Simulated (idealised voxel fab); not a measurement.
process module | voxel released beams
cross-section cut | 235 nm wide | cells 5 nm
A cross-section is a grid of square cells, given in bands from the top down. A band is one or more rows of cells.
Each band's line starts with the height of the band's top and of its bottom, in nm. Then come its materials from left to right, each with its width in nm. One material with "throughout" fills the band from edge to edge. "air" is empty space.
Height 0 is the level under which the wafer as received is all one material. The lowest band goes on downwards, as in "0 down".
A width such as "30 to 40" changes by the same amount from each row of cells to the next, from the band's top row to its bottom row.
"no change" after a step means that no cell of the cross-section changed.
closed voids: empty space of 8 cells or more with no open way to the top, each as width x height at its distance from the left edge, in nm
after a step's settings: what the simulator itself notes on the step
overlay nm, on a step with a mask: how far to the right of its planned place the mask lay; to the left if negative
plan
1 op RECEIVE | material Si
2 op CONFORMAL_DEP | material Al2O3 | thk nm 10
3 op DIRECTIONAL_DEP | material SiO2 | thk nm 15
4 op MASKED_ETCH | tone open | mask id ANCHOR | width nm 30 | etch materials SiO2 | depth nm 5 | overlay nm 0
5 op CONFORMAL_DEP | material polySi | thk nm 10
6 op MASKED_ETCH | tone cover | mask id BEAM | width nm 100 | etch materials polySi | depth nm 10 | overlay nm 0
7 op STRIP | etch materials SiO2
varied across the wafers: depth nm of step 4. The plan shows the first wafer's value. All wafers start alike
first wafer as received, after step 1
  0 down: Si throughout
  closed voids: none
each wafer at the end: cells of each material gained (+) or lost (-) since it was received, then its closed voids
depth nm 5 | +94 Al2O3 | closed voids: none
depth nm 10 | +94 Al2O3 | closed voids: none
depth nm 15 | +94 Al2O3 | +52 polySi | closed voids: none
depth nm 20 | +94 Al2O3 | +52 polySi | closed voids: none
depth nm 25 | +94 Al2O3 | +52 polySi | closed voids: none
depth nm 30 | +94 Al2O3 | +52 polySi | closed voids: none
